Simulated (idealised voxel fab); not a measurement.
process module | voxel air gaps
cross-section cut | 235 nm wide | cells 5 nm
A cross-section is a grid of square cells, given in bands from the top down. A band is one or more rows of cells.
Each band's line starts with the height of the band's top and of its bottom, in nm. Then come its materials from left to right, each with its width in nm. One material with "throughout" fills the band from edge to edge. "air" is empty space.
Height 0 is the level under which the wafer as received is all one material. The lowest band goes on downwards, as in "0 down".
A width such as "30 to 40" changes by the same amount from each row of cells to the next, from the band's top row to its bottom row.
"no change" after a step means that no cell of the cross-section changed.
closed voids: empty space of 8 cells or more with no open way to the top, each as width x height at its distance from the left edge, in nm
after a step's settings: what the simulator itself notes on the step
overlay nm, on a step with a mask: how far to the right of its planned place the mask lay; to the left if negative
plan
1 op RECEIVE | material Si
2 op CONFORMAL_DEP | material SiO2 | thk nm 10
3 op CONFORMAL_DEP | material SiN | thk nm 5
4 op DIRECTIONAL_DEP | material SiO2 | thk nm 40
5 op MASKED_ETCH | tone open | mask id LINES | width nm 25 | pitch nm 55 | etch materials SiO2 | depth nm 40 | overlay nm 0
6 op CONFORMAL_DEP | material TiN | thk nm 5
7 op FILL_DEP | material Ru | thk nm 5
8 op CMP | height nm 55
9 op EPI | material Ru | thk nm 10
10 op SELECTIVE_ETCH | etch materials SiO2 | depth nm 50
11 op CONFORMAL_DEP | material SiCN | thk nm 5
as received, after step 1
  0 down: Si throughout
  closed voids: none
a wafer at the end: this start, this plan, one mistake
  80 to 75: SiCN throughout
  75 to 55: Ru 230 | SiCN 5
  55 to 50: SiO2 20 | TiN 5 | Ru 15 | TiN 5 | SiO2 30 | TiN 5 | Ru 15 | TiN 5 | SiO2 30 | TiN 5 | Ru 15 | TiN 5 | SiO2 30 | TiN 5 | Ru 15 | TiN 5 | SiCN 25
  50 to 20: SiO2 20 | TiN 5 | Ru 15 | TiN 5 | SiO2 30 | TiN 5 | Ru 15 | TiN 5 | SiO2 30 | TiN 5 | Ru 15 | TiN 5 | SiO2 30 | TiN 5 | Ru 15 | TiN 5 | SiCN 5 | air 20
  20 to 15: SiO2 20 | TiN 25 | SiO2 30 | TiN 25 | SiO2 30 | TiN 25 | SiO2 30 | TiN 25 | SiCN 25
  15 to 10: SiN throughout
  10 to 0: SiO2 throughout
  0 down: Si throughout
  closed voids: 20 x 30 at 215
what went wrong: step 9 was run twice
